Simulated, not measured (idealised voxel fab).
Name of the process module below: voxel ribs on slabs
Section cut is 275 nm wide and gridded with 5 nm square cells.
When this document writes out a cross-section, it uses a grid of square cells and lists it as bands, beginning at the top and moving down, with a band standing for one or more rows of cells. Band: top height; bottom height; in nm. Then, left to right: material with width in nm, for each material. "throughout": a single material spanning edge to edge. "blank": empty space. It should be noted that heights are counted from 0, beneath which the wafer as supplied is of one material throughout, and that the lowest band possesses no lower boundary but continues downward, as written in "from 0 down". Width "30 to 40": first value at the band's top row of cells, second value at its bottom row, equal change from row to row. No cell of the cross-section changed in a step that is given as "everything unchanged". "Closed empty spaces" enumerates empty spaces isolated from the top, with no open way to it, that contain at least 8 cells, giving each as width x height at distance from the left edge, all three in nm. Text after the settings on a step's line: the simulator's own remark on that step. The optional step-line setting "overlay nm" applies to steps with a mask and quantifies how far to the right of its planned location the mask lay, a negative value indicating leftward placement.
# Intended process steps
| 1 | RECEIVE,material Si |
| 2 | DIRECTIONAL_DEP,material SiO2,thk nm 20 |
| 3 | DIRECTIONAL_DEP,material polySi,thk nm 15 |
| 4 | DIRECTIONAL_DEP,material aC,thk nm 15 |
| 5 | PATTERN,tone cover,mask id RIB,material resist,width nm 15,thk nm 30,overlay nm 0 |
| 6 | DIRECTIONAL_ETCH,etch materials aC,depth nm 15 |
| 7 | STRIP,etch materials resist |
| 8 | DIRECTIONAL_ETCH,etch materials polySi,depth nm 10 |
| 9 | STRIP,etch materials aC |
| 10 | MASKED_ETCH,tone cover,mask id SLAB,width nm 75,etch materials polySi,depth nm 5,overlay nm -15 |
| 11 | FILL_DEP,material SiO2,thk nm 15 |
| 12 | CMP,height nm 45 |
| 13 | DIRECTIONAL_DEP,material W,thk nm 10 |
| 14 | MASKED_ETCH,tone cover,mask id HEATER,width nm 25,etch materials W,depth nm 10,overlay nm 0 |
| 15 | CONFORMAL_DEP,material SiO2,thk nm 5 |
The plan's step 10 overlay nm is the first wafer's value; the wafers differ in this setting and start identical.
# As received, i.e. after step 1: cross-section through the first of several wafers
    from 0 down  Si throughout
    Closed empty spaces: none
# The figure below presents a cross-section of the first of several wafers at the conclusion of the module, following its last step, step 15
    from 60 to 55  blank 120; SiO2 35; blank 120
    from 55 to 50  blank 120; SiO2 5; W 25; SiO2 5; blank 120
    from 50 to 45  SiO2 125; W 25; SiO2 125
    from 45 to 35  SiO2 throughout
    from 35 to 25  SiO2 130; polySi 15; SiO2 130
    from 25 to 20  SiO2 85; polySi 75; SiO2 115
    from 20 to 0  SiO2 throughout
    from 0 down  Si throughout
    Closed empty spaces: none
# The last wafer as seen in cross-section at the end of the module
    from 60 to 55  blank 120; SiO2 35; blank 120
    from 55 to 50  blank 120; SiO2 5; W 25; SiO2 5; blank 120
    from 50 to 45  SiO2 125; W 25; SiO2 125
    from 45 to 35  SiO2 throughout
    from 35 to 25  SiO2 130; polySi 15; SiO2 130
    from 25 to 20  SiO2 115; polySi 75; SiO2 85
    from 20 to 0  SiO2 throughout
    from 0 down  Si throughout
    Closed empty spaces: none
# wafer rows; end of module; cells per material since receipt: (+) gained, (-) lost; then closed voids
overlay nm -15, +533 SiO2, +10 W, +21 polySi, Closed empty spaces: none
overlay nm -10, +533 SiO2, +10 W, +21 polySi, Closed empty spaces: none
overlay nm -5, +533 SiO2, +10 W, +21 polySi, Closed empty spaces: none
overlay nm 0, +533 SiO2, +10 W, +21 polySi, Closed empty spaces: none
overlay nm 5, +533 SiO2, +10 W, +21 polySi, Closed empty spaces: none
overlay nm 10, +533 SiO2, +10 W, +21 polySi, Closed empty spaces: none
overlay nm 15, +533 SiO2, +10 W, +21 polySi, Closed empty spaces: none
